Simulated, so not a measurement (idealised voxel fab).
The document below concerns the process module designated voxel tone inversion.
We display cut, a cross-section 240 nm in width whose square cells are each 5 nm.
If you're reading a cross-section in this doc, picture square cells in a grid; it comes to you as bands, top ones listed first down to the bottom, and a band can be one or more rows of cells. Read a band's entry like this: the first values are the height of its top and the height of its bottom in nm, and what follows is the sequence of materials from left to right, each with its width in nm. Note that "blank" is empty space, and that a single material marked "everywhere" reaches across the band from edge to edge. Below 0: as-received wafer, all one material; heights counted from there. Lowest band: no bottom, goes on down, written "0..down". When a width is written as two numbers, as in "30->40", the first number is the width in the top row of cells of the band and the second is the width in its bottom row, and the width changes by the same amount from each row to the next. "no change" for a step: no cell of the cross-section changed in that step. Heads up: "Enclosed empty spaces" only lists the empty pockets with no open path to the top that are 8 cells or more, and it writes them as width x height at distance, distance from the left edge, in nm. Formally, on a step line, whatever follows the settings is a remark that the simulator itself makes on the step. You can add "overlay nm" to a step's line. For a step with a mask, it describes how far the mask lay to the right of its planned position, and a negative number describes a lay to the left.
[Listed below are the process steps as planned]
1,RECEIVE: material Si
2,CONFORMAL_DEP: material SiN, thk nm 5
3,DIRECTIONAL_DEP: material polySi, thk nm 20
4,PATTERN: tone cover, mask id POSTS, material resist, width nm 15, pitch nm 45, thk nm 25, overlay nm 0
5,DIRECTIONAL_ETCH: etch materials polySi, depth nm 20
6,STRIP: etch materials resist
7,FILL_DEP: material lowk, thk nm 10
8,CMP: height nm 25
9,STRIP: etch materials polySi
10,CONFORMAL_DEP: material TiN, thk nm 5
11,FILL_DEP: material Cu, thk nm 10
12,CMP: height nm 25
13,CONFORMAL_DEP: material SiCN, thk nm 5
[Cross-section of the wafer at receipt, which is the condition after step 1]
- 0..down = Si everywhere
- Enclosed empty spaces: none
[Sectioned view, first of two wafers, at the close of the module, processed as intended in the plan]
- 30..25 = SiCN everywhere
- 25..10 = lowk: 45 | TiN: 5 | Cu: 5 | TiN: 5 | lowk: 30 | TiN: 5 | Cu: 5 | TiN: 5 | lowk: 30 | TiN: 5 | Cu: 5 | TiN: 5 | lowk: 30 | TiN: 5 | Cu: 5 | TiN: 5 | lowk: 45
- 10..5 = lowk: 45 | TiN: 15 | lowk: 30 | TiN: 15 | lowk: 30 | TiN: 15 | lowk: 30 | TiN: 15 | lowk: 45
- 5..0 = SiN everywhere
- 0..down = Si everywhere
- Enclosed empty spaces: none
[Second wafer cross-section at end of module - shared start and plan with the first, one mistake in the run]
- 20..15 = SiCN everywhere
- 15..10 = lowk: 45 | TiN: 5 | Cu: 5 | TiN: 5 | lowk: 30 | TiN: 5 | Cu: 5 | TiN: 5 | lowk: 30 | TiN: 5 | Cu: 5 | TiN: 5 | lowk: 30 | TiN: 5 | Cu: 5 | TiN: 5 | lowk: 45
- 10..5 = lowk: 45 | TiN: 15 | lowk: 30 | TiN: 15 | lowk: 30 | TiN: 15 | lowk: 30 | TiN: 15 | lowk: 45
- 5..0 = SiN everywhere
- 0..down = Si everywhere
- Enclosed empty spaces: none
The mistake made against the process plan was this: step 12 ran differently from the plan; actual operation with settings: CMP: height nm 15
Cell-count delta at end, second wafer over first, by material: Cu: 8 fewer, TiN: 16 fewer, lowk: 72 fewer
